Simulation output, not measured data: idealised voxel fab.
Name of the process module below: voxel gate over fins
Shown is cross-section cut, with a width of 295 nm and square cells of size 5 nm.
Format of a cross-section: grid, square cells. Given as bands. Order: top down. Band: one or more rows of cells. Band entry format. Leading values: height of top, height of bottom, nm. Remainder: materials in left-to-right order, each with its width in nm. Special words: "edge to edge" on a single material, which then fills the band edge to edge; "air", empty space. Heads up on the height convention: 0 is the point under which the incoming wafer is all one material, and the lowest band has no bottom, it just keeps going down, like "0 down". Top row gets the first number, bottom row gets the second, and each row in between changes by the same step: that is how a band width like "30..40" works. "remained unchanged" (step): cross-section cells unchanged, all of them. Basically, "Cavities, closed" tells you about the enclosed voids: empty spaces with no open way to the top, 8 cells or bigger, each written width x height at distance, where distance is from the left edge, all in nm. Past the settings on a step's line: simulator remark, on that step. "overlay nm" on a masked step: distance the mask lay right of its planned place, negative for left.

-- List of planned process steps
1 RECEIVE [material Si]
2 CONFORMAL_DEP [material SiN] [thk nm 10]
3 MASKED_ETCH [tone cover] [mask id FINS] [width nm 15] [pitch nm 55] [etch materials SiN] [depth nm 10] [overlay nm 0]
4 MASKED_ETCH [tone cover] [mask id FINS] [width nm 15] [pitch nm 55] [etch materials Si] [depth nm 35] [overlay nm 0]
5 FILL_DEP [material SiO2] [thk nm 10]
6 CMP [height nm 10]
7 PATTERN [tone open] [mask id RAIL] [material resist] [width nm 15] [thk nm 15] [overlay nm 0]
8 DIRECTIONAL_ETCH [etch materials SiO2] [depth nm 40]
9 STRIP [etch materials resist]
10 CONFORMAL_DEP [material TiN] [thk nm 5]
11 FILL_DEP [material Ru] [thk nm 5]
12 CMP [height nm 10]
13 SELECTIVE_ETCH [etch materials W Ru TiN] [depth nm 30]
14 FILL_DEP [material SiO2] [thk nm 5]
15 CMP [height nm 10]
16 SELECTIVE_ETCH [etch materials SiO2] [depth nm 25]
17 STRIP [etch materials SiN]
18 CONFORMAL_DEP [material HfO2] [thk nm 5]
19 CONFORMAL_DEP [material TiN] [thk nm 5]
20 FILL_DEP [material W] [thk nm 10]
21 CMP [height nm 15]
22 CONFORMAL_DEP [material SiCN] [thk nm 10]

-- Wafer at receipt (post step 1), cross-section
	0 down = Si edge to edge
	Cavities, closed: none

-- Cross-section at module end, one run error; start and plan unchanged from above
	25 to 15 = SiCN edge to edge
	15 to 10 = W edge to edge
	10 to 5 = 100 W; 35 TiN; 20 W; 35 TiN; 105 W
	5 to 0 = 100 W; 5 TiN; 25 HfO2; 5 TiN; 20 W; 5 TiN; 25 HfO2; 5 TiN; 105 W
	0 to -5 = 100 W; 5 TiN; 5 HfO2; 15 Si; 5 HfO2; 5 TiN; 20 W; 5 TiN; 5 HfO2; 15 Si; 5 HfO2; 5 TiN; 105 W
	-5 to -10 = 105 TiN; 5 HfO2; 15 Si; 5 HfO2; 30 TiN; 5 HfO2; 15 Si; 5 HfO2; 110 TiN
	-10 to -15 = 110 HfO2; 15 Si; 40 HfO2; 15 Si; 115 HfO2
	-15 to -20 = 110 SiO2; 15 Si; 40 SiO2; 15 Si; 115 SiO2
	-20 to -25 = 110 SiO2; 15 Si; 5 SiO2; 5 TiN; 15 Ru; 5 TiN; 10 SiO2; 15 Si; 115 SiO2
	-25 to -30 = 110 SiO2; 15 Si; 5 SiO2; 25 TiN; 10 SiO2; 15 Si; 115 SiO2
	-30 to -35 = 110 SiO2; 15 Si; 40 SiO2; 15 Si; 115 SiO2
	-35 down = Si edge to edge
	Cavities, closed: none
Want to know what went wrong? rather than as planned, step 7 actually ran as PATTERN [tone open] [mask id RAIL] [material resist] [width nm 25] [thk nm 15] [overlay nm 0]
